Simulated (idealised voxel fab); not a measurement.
Process module name: voxel capacitor over wiring
The width of the displayed cross-section, cut, is 245 nm; its cells are square, with a size of 5 nm.
When this document writes out a cross-section, it uses a grid of square cells and lists it as bands, beginning at the top and moving down, with a band standing for one or more rows of cells.
Look at the band entry: it leads with the top's height and the bottom's height in nm. Then it lists the materials left to right, with a width in nm for each. The word "all across" on a single material says that material fills the band edge to edge. The word "air" is empty space.
Height datum 0, below which the as-received substrate wafer is one material. Lowest band open at the bottom, running downward: "0 nm and below".
Per-row width for "30->40": begins at first number (top row of band), ends at second number (bottom row), increment between rows held constant.
"everything unchanged" for a step: no cell of the cross-section changed in that step.
"Entrapped void list" lists enclosed empty spaces (at least 8 cells, no open path upward to the top), each as width x height at distance from the left edge, in nm.
On a step's line, text after the settings is the simulator commenting on that step.
Regarding "overlay nm": on a step with a mask, it is the distance the mask lay to the right of its planned place; a negative value places it to the left.

Process steps foreseen in the plan:
1,RECEIVE | material Si
2,CONFORMAL_DEP | material SiO2 | thk nm 15
3,CONFORMAL_DEP | material SiN | thk nm 5
4,DIRECTIONAL_DEP | material SiO2 | thk nm 25
5,DIRECTIONAL_DEP | material aC | thk nm 10
6,PATTERN | tone open | mask id METAL_1 | material resist | width nm 30 | pitch nm 95 | thk nm 30 | overlay nm 0
7,DIRECTIONAL_ETCH | etch materials aC | depth nm 10
8,STRIP | etch materials resist
9,DIRECTIONAL_ETCH | etch materials SiO2 | depth nm 25
10,DIRECTIONAL_ETCH | etch materials SiN | depth nm 5
11,STRIP | etch materials aC
12,CONFORMAL_DEP | material TiN | thk nm 5
13,FILL_DEP | material Cu | thk nm 10
14,CMP | height nm 45
15,CONFORMAL_DEP | material SiCN | thk nm 5
16,DIRECTIONAL_DEP | material SiO2 | thk nm 15
17,PATTERN | tone open | mask id PLUG_1 | material resist | width nm 15 | thk nm 20 | overlay nm 0
18,DIRECTIONAL_ETCH | etch materials SiO2 | depth nm 15
19,DIRECTIONAL_ETCH | etch materials SiCN | depth nm 5
20,STRIP | etch materials resist
21,CONFORMAL_DEP | material TiN | thk nm 5
22,FILL_DEP | material Cu | thk nm 10
23,CMP | height nm 65
24,DIRECTIONAL_DEP | material TiN | thk nm 10
25,DIRECTIONAL_DEP | material HfO2 | thk nm 5
26,DIRECTIONAL_DEP | material TiN | thk nm 5
27,PATTERN | tone cover | mask id UPPER_PLATE | material resist | width nm 70 | thk nm 15 | overlay nm 0
28,DIRECTIONAL_ETCH | etch materials TiN | depth nm 5
29,DIRECTIONAL_ETCH | etch materials HfO2 | depth nm 5
30,STRIP | etch materials resist
31,DIRECTIONAL_DEP | material aC | thk nm 10
32,PATTERN | tone cover | mask id LOWER_PLATE | material resist | width nm 80 | thk nm 30 | overlay nm 0
33,DIRECTIONAL_ETCH | etch materials aC | depth nm 10
34,STRIP | etch materials resist
35,DIRECTIONAL_ETCH | etch materials TiN | depth nm 10
36,STRIP | etch materials aC
37,FILL_DEP | material SiO2 | thk nm 15
38,CMP | height nm 95
39,DIRECTIONAL_DEP | material aC | thk nm 15
40,PATTERN | tone open | mask id PLUG_2 | material resist | width nm 15 | thk nm 35 | overlay nm 0
41,DIRECTIONAL_ETCH | etch materials aC | depth nm 15
42,STRIP | etch materials resist
43,DIRECTIONAL_ETCH | etch materials SiO2 | depth nm 10
44,STRIP | etch materials aC
45,CONFORMAL_DEP | material TiN | thk nm 5
46,FILL_DEP | material W | thk nm 10
47,CMP | height nm 95
48,CONFORMAL_DEP | material SiN | thk nm 5

Here's what the wafer looked like in cross-section when it arrived - that's after step 1:
0 nm and below  Si all across
Entrapped void list: none

Cross-sectional image of the first of two wafers at the end of the module, the run having proceeded as planned:
100 nm to 95 nm  SiN all across
95 nm to 90 nm  SiO2: 85  TiN: 5  W: 5  TiN: 5  SiO2: 145
90 nm to 80 nm  SiO2: 85->75  TiN: 15->70  SiO2: 145->100
80 nm to 75 nm  SiO2: 75  HfO2: 70  SiO2: 100
75 nm to 65 nm  SiO2: 70  TiN: 80  SiO2: 95
65 nm to 50 nm  SiO2: 75  TiN: 5  Cu: 5  TiN: 5  SiO2: 155
50 nm to 45 nm  SiCN: 75  TiN: 15  SiCN: 155
45 nm to 20 nm  SiO2: 60  TiN: 5  Cu: 20  TiN: 5  SiO2: 65  TiN: 5  Cu: 20  TiN: 5  SiO2: 60
20 nm to 15 nm  SiN: 60  TiN: 30  SiN: 65  TiN: 30  SiN: 60
15 nm to 0 nm  SiO2 all across
0 nm and below  Si all across
Entrapped void list: none

End of module, second wafer, cross-section. Started like the first, planned like the first, run with one mistake:
100 nm to 95 nm  SiN all across
95 nm to 90 nm  SiO2: 85  TiN: 5  W: 5  TiN: 5  SiO2: 145
90 nm to 80 nm  SiO2: 85->75  TiN: 15->65  SiO2: 145->105
80 nm to 75 nm  SiO2: 75  HfO2: 70  SiO2: 100
75 nm to 65 nm  SiO2: 60  TiN: 85  SiO2: 100
65 nm to 50 nm  SiO2: 75  TiN: 5  Cu: 5  TiN: 5  SiO2: 155
50 nm to 45 nm  SiCN: 75  TiN: 15  SiCN: 155
45 nm to 20 nm  SiO2: 60  TiN: 5  Cu: 20  TiN: 5  SiO2: 65  TiN: 5  Cu: 20  TiN: 5  SiO2: 60
20 nm to 15 nm  SiN: 60  TiN: 30  SiN: 65  TiN: 30  SiN: 60
15 nm to 0 nm  SiO2 all across
0 nm and below  Si all across
Entrapped void list: none
Against the plan, the run slipped here: rather than as planned, step 32 actually ran as PATTERN | tone cover | mask id LOWER_PLATE | material resist | width nm 80 | thk nm 30 | overlay nm -10
FYI, end of process, the second wafer has more or fewer cells of some materials than the first: 1 fewer of SiO2; 1 more of TiN
